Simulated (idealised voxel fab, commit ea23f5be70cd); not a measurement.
process module | voxel self aligned contacts
cross-section cut | 295 nm wide | cells 5 nm
A cross-section is a grid of square cells, given in bands from the top down. A band is one or more rows of cells.
Each band's line starts with the height of the band's top and of its bottom, in nm. Then come its materials from left to right, each with its width in nm. One material with "throughout" fills the band from edge to edge. "air" is empty space.
Height 0 is the level under which the wafer as received is all one material. The lowest band goes on downwards, as in "0 down".
A width such as "30 to 40" changes by the same amount from each row of cells to the next, from the band's top row to its bottom row.
"no change" after a step means that no cell of the cross-section changed.
closed voids: empty space of 8 cells or more with no open way to the top, each as width x height at its distance from the left edge, in nm
after a step's settings: what the simulator itself notes on the step
overlay nm, on a step with a mask: how far to the right of its planned place the mask lay; to the left if negative
plan
1 op RECEIVE | material Si
2 op CONFORMAL_DEP | material SiO2 | thk nm 5
3 op DIRECTIONAL_DEP | material polySi | thk nm 30
4 op DIRECTIONAL_DEP | material SiN | thk nm 25
5 op MASKED_ETCH | tone cover | mask id GATE | width nm 30 | pitch nm 75 | etch materials SiN | depth nm 25 | overlay nm 0
6 op MASKED_ETCH | tone cover | mask id GATE | width nm 30 | pitch nm 75 | etch materials polySi | depth nm 30 | overlay nm 0
7 op CONFORMAL_DEP | material SiN | thk nm 10
8 op DIRECTIONAL_ETCH | etch materials SiN | depth nm 10
9 op FILL_DEP | material SiO2 | thk nm 15
10 op CMP | height nm 65
11 op PATTERN | tone open | mask id CONTACT | material resist | width nm 55 | pitch nm 75 | thk nm 15 | overlay nm 0
12 op DIRECTIONAL_ETCH | etch materials SiO2 | depth nm 65
13 op STRIP | etch materials resist
14 op CONFORMAL_DEP | material TiN | thk nm 5
15 op FILL_DEP | material W | thk nm 10
16 op CMP | height nm 65
17 op CONFORMAL_DEP | material SiCN | thk nm 5
first wafer, as planned
as received, after step 1
  0 down: Si throughout
  closed voids: none
after step 2
  5 to 0: SiO2 throughout
  below 0: unchanged
after step 3
  35 to 5: polySi throughout
  below 5: unchanged
after step 4
  60 to 35: SiN throughout
  below 35: unchanged
after step 5
  60 to 35: air 55 | SiN 30 | air 45 | SiN 30 | air 45 | SiN 30 | air 60
  below 35: unchanged
after step 6
  60 to 35: air 55 | SiN 30 | air 45 | SiN 30 | air 45 | SiN 30 | air 60
  35 to 5: air 55 | polySi 30 | air 45 | polySi 30 | air 45 | polySi 30 | air 60
  below 5: unchanged
after step 7
  70 to 35: air 45 | SiN 50 | air 25 | SiN 50 | air 25 | SiN 50 | air 50
  35 to 15: air 45 | SiN 10 | polySi 30 | SiN 10 | air 25 | SiN 10 | polySi 30 | SiN 10 | air 25 | SiN 10 | polySi 30 | SiN 10 | air 50
  15 to 5: SiN 55 | polySi 30 | SiN 45 | polySi 30 | SiN 45 | polySi 30 | SiN 60
  below 5: unchanged
after step 8
  60 to 35: air 45 | SiN 50 | air 25 | SiN 50 | air 25 | SiN 50 | air 50
  35 to 5: air 45 | SiN 10 | polySi 30 | SiN 10 | air 25 | SiN 10 | polySi 30 | SiN 10 | air 25 | SiN 10 | polySi 30 | SiN 10 | air 50
  below 5: unchanged
after step 9
  75 to 60: SiO2 throughout
  60 to 35: SiO2 45 | SiN 50 | SiO2 25 | SiN 50 | SiO2 25 | SiN 50 | SiO2 50
  35 to 5: SiO2 45 | SiN 10 | polySi 30 | SiN 10 | SiO2 25 | SiN 10 | polySi 30 | SiN 10 | SiO2 25 | SiN 10 | polySi 30 | SiN 10 | SiO2 50
  below 5: unchanged
after step 10
  65 to 60: SiO2 throughout
  below 60: unchanged
after step 11
  80 to 65: resist 80 | air 55 | resist 20 | air 55 | resist 85
  below 65: unchanged
after step 12
  80 to 65: resist 80 | air 55 | resist 20 | air 55 | resist 85
  65 to 60: SiO2 80 | air 55 | SiO2 20 | air 55 | SiO2 85
  60 to 35: SiO2 45 | SiN 50 | air 25 | SiN 50 | air 25 | SiN 50 | SiO2 50
  35 to 5: SiO2 45 | SiN 10 | polySi 30 | SiN 10 | air 25 | SiN 10 | polySi 30 | SiN 10 | air 25 | SiN 10 | polySi 30 | SiN 10 | SiO2 50
  5 to 0: SiO2 95 | air 25 | SiO2 50 | air 25 | SiO2 100
  below 0: unchanged
after step 13
  65 to 60: SiO2 80 | air 55 | SiO2 20 | air 55 | SiO2 85
  below 60: unchanged
after step 14
  70 to 65: TiN 85 | air 45 | TiN 30 | air 45 | TiN 90
  65 to 60: SiO2 80 | TiN 20 | air 15 | TiN 20 | SiO2 20 | TiN 20 | air 15 | TiN 20 | SiO2 85
  60 to 35: SiO2 45 | SiN 50 | TiN 5 | air 15 | TiN 5 | SiN 50 | TiN 5 | air 15 | TiN 5 | SiN 50 | SiO2 50
  35 to 5: SiO2 45 | SiN 10 | polySi 30 | SiN 10 | TiN 5 | air 15 | TiN 5 | SiN 10 | polySi 30 | SiN 10 | TiN 5 | air 15 | TiN 5 | SiN 10 | polySi 30 | SiN 10 | SiO2 50
  5 to 0: SiO2 95 | TiN 25 | SiO2 50 | TiN 25 | SiO2 100
  below 0: unchanged
after step 15
  80 to 70: W throughout
  70 to 65: TiN 85 | W 45 | TiN 30 | W 45 | TiN 90
  65 to 60: SiO2 80 | TiN 20 | W 15 | TiN 20 | SiO2 20 | TiN 20 | W 15 | TiN 20 | SiO2 85
  60 to 35: SiO2 45 | SiN 50 | TiN 5 | W 15 | TiN 5 | SiN 50 | TiN 5 | W 15 | TiN 5 | SiN 50 | SiO2 50
  35 to 5: SiO2 45 | SiN 10 | polySi 30 | SiN 10 | TiN 5 | W 15 | TiN 5 | SiN 10 | polySi 30 | SiN 10 | TiN 5 | W 15 | TiN 5 | SiN 10 | polySi 30 | SiN 10 | SiO2 50
  below 5: unchanged
after step 16
  65 to 60: SiO2 80 | TiN 20 | W 15 | TiN 20 | SiO2 20 | TiN 20 | W 15 | TiN 20 | SiO2 85
  below 60: unchanged
after step 17
  70 to 65: SiCN throughout
  below 65: unchanged
second wafer: like start, like plan, one mistake. Through step 6 it matches the first wafer
when step 7 should have ended
  50 to 35: air 55 | SiN 30 | air 45 | SiN 30 | air 45 | SiN 30 | air 60
  below 35: unchanged
when step 8 should have ended
  60 to 35: air 45 | SiN 50 | air 25 | SiN 50 | air 25 | SiN 50 | air 50
  35 to 15: air 45 | SiN 10 | polySi 30 | SiN 10 | air 25 | SiN 10 | polySi 30 | SiN 10 | air 25 | SiN 10 | polySi 30 | SiN 10 | air 50
  15 to 5: SiN 55 | polySi 30 | SiN 45 | polySi 30 | SiN 45 | polySi 30 | SiN 60
  below 5: unchanged
when step 9 should have ended
  75 to 60: SiO2 throughout
  60 to 35: SiO2 45 | SiN 50 | SiO2 25 | SiN 50 | SiO2 25 | SiN 50 | SiO2 50
  35 to 15: SiO2 45 | SiN 10 | polySi 30 | SiN 10 | SiO2 25 | SiN 10 | polySi 30 | SiN 10 | SiO2 25 | SiN 10 | polySi 30 | SiN 10 | SiO2 50
  below 15: unchanged
when step 10 should have ended
  65 to 60: SiO2 throughout
  below 60: unchanged
when step 11 should have ended
  80 to 65: resist 80 | air 55 | resist 20 | air 55 | resist 85
  below 65: unchanged
when step 12 should have ended
  80 to 65: resist 80 | air 55 | resist 20 | air 55 | resist 85
  65 to 60: SiO2 80 | air 55 | SiO2 20 | air 55 | SiO2 85
  60 to 35: SiO2 45 | SiN 50 | air 25 | SiN 50 | air 25 | SiN 50 | SiO2 50
  35 to 15: SiO2 45 | SiN 10 | polySi 30 | SiN 10 | air 25 | SiN 10 | polySi 30 | SiN 10 | air 25 | SiN 10 | polySi 30 | SiN 10 | SiO2 50
  below 15: unchanged
when step 13 should have ended
  65 to 60: SiO2 80 | air 55 | SiO2 20 | air 55 | SiO2 85
  below 60: unchanged
when step 14 should have ended
  70 to 65: TiN 85 | air 45 | TiN 30 | air 45 | TiN 90
  65 to 60: SiO2 80 | TiN 20 | air 15 | TiN 20 | SiO2 20 | TiN 20 | air 15 | TiN 20 | SiO2 85
  60 to 35: SiO2 45 | SiN 50 | TiN 5 | air 15 | TiN 5 | SiN 50 | TiN 5 | air 15 | TiN 5 | SiN 50 | SiO2 50
  35 to 20: SiO2 45 | SiN 10 | polySi 30 | SiN 10 | TiN 5 | air 15 | TiN 5 | SiN 10 | polySi 30 | SiN 10 | TiN 5 | air 15 | TiN 5 | SiN 10 | polySi 30 | SiN 10 | SiO2 50
  20 to 15: SiO2 45 | SiN 10 | polySi 30 | SiN 10 | TiN 25 | SiN 10 | polySi 30 | SiN 10 | TiN 25 | SiN 10 | polySi 30 | SiN 10 | SiO2 50
  below 15: unchanged
when step 15 should have ended
  80 to 70: W throughout
  70 to 65: TiN 85 | W 45 | TiN 30 | W 45 | TiN 90
  65 to 60: SiO2 80 | TiN 20 | W 15 | TiN 20 | SiO2 20 | TiN 20 | W 15 | TiN 20 | SiO2 85
  60 to 35: SiO2 45 | SiN 50 | TiN 5 | W 15 | TiN 5 | SiN 50 | TiN 5 | W 15 | TiN 5 | SiN 50 | SiO2 50
  35 to 20: SiO2 45 | SiN 10 | polySi 30 | SiN 10 | TiN 5 | W 15 | TiN 5 | SiN 10 | polySi 30 | SiN 10 | TiN 5 | W 15 | TiN 5 | SiN 10 | polySi 30 | SiN 10 | SiO2 50
  below 20: unchanged
when step 16 should have ended
  65 to 60: SiO2 80 | TiN 20 | W 15 | TiN 20 | SiO2 20 | TiN 20 | W 15 | TiN 20 | SiO2 85
  below 60: unchanged
when step 17 should have ended
  70 to 65: SiCN throughout
  below 65: unchanged
what went wrong: steps 7 and 8 were swapped
at the end the second wafer has, in cells: 58 more of SiN | 28 fewer of SiO2 | 12 fewer of TiN | 18 fewer of W
